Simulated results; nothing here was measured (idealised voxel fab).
The process module that follows is named voxel local oxidation.
Square cells of 5 nm make up the cross-section cut, whose width is 210 nm.
Heads up, the way a cross-section reads in here is a grid of square cells, handed over as bands from the top down, with every band being one or more rows of cells. Band: top and bottom heights (nm) first, top before bottom; then materials from left to right, widths in nm. "everywhere" marks a sole material filling the band edge to edge. "blank" denotes empty space. All heights in this document are referenced to 0, defined as the level beneath which the wafer, as received, consists entirely of one material. The lowest band is not bounded below; it extends indefinitely downward and is written in the form "0 nm and below". With a width like "30->40", each row of cells in the band differs from the next by the same amount, the top row carrying the first number and the bottom row the second. The cross-section has no changed cell in any step marked "remained the same". The entry "Enclosed cavity list" lists the empty spaces that cover at least 8 cells and have no open path to the top. Each is written as width x height at distance, where the distance is measured from the left edge and all three values are in nm. Whatever follows a step's settings on its line is a remark the simulator itself makes about that step. "overlay nm" denotes, for a step that has a mask, the displacement of the mask to the right of its planned place, with negative values corresponding to the left.
Process steps (planned)
| 1 | op RECEIVE | material Si |
| 2 | op CONFORMAL_DEP | material SiO2 | thk nm 5 |
| 3 | op CONFORMAL_DEP | material SiN | thk nm 10 |
| 4 | op DIRECTIONAL_DEP | material aC | thk nm 10 |
| 5 | op PATTERN | tone cover | mask id ACTIVE | material resist | width nm 125 | thk nm 25 | overlay nm 0 |
| 6 | op DIRECTIONAL_ETCH | etch materials aC | depth nm 10 |
| 7 | op STRIP | etch materials resist |
| 8 | op DIRECTIONAL_ETCH | etch materials SiN | depth nm 10 |
| 9 | op STRIP | etch materials aC |
| 10 | op SELECTIVE_ETCH | etch materials SiO2 | depth nm 5 |
| 11 | op OXIDIZE | depth nm 15 |
| 12 | op STRIP | etch materials SiN |
As-received state of the wafer in cross-section, equivalent to post-step 1
    0 nm and below = Si everywhere
    Enclosed cavity list: none
First of two wafers, end-of-module section, run followed plan
    5 nm to 0 nm = blank=45, then SiO2=115, then blank=50
    0 nm to -15 nm = SiO2=60, then Si=85, then SiO2=65
    -15 nm and below = Si everywhere
    Enclosed cavity list: none
What the second wafer looks like in cross-section once the module is done. Its start and its plan matched the first wafer's exactly; what differed was one mistake in how it was run
    0 nm to -15 nm = SiO2=55, then Si=95, then SiO2=60
    -15 nm and below = Si everywhere
    Enclosed cavity list: none
Here's what went sideways: heads up, step 2 of the plan was skipped and never actually ran
Final wafer comparison in cells, second versus first, more or fewer per material: 6 more of Si | 29 fewer of SiO2
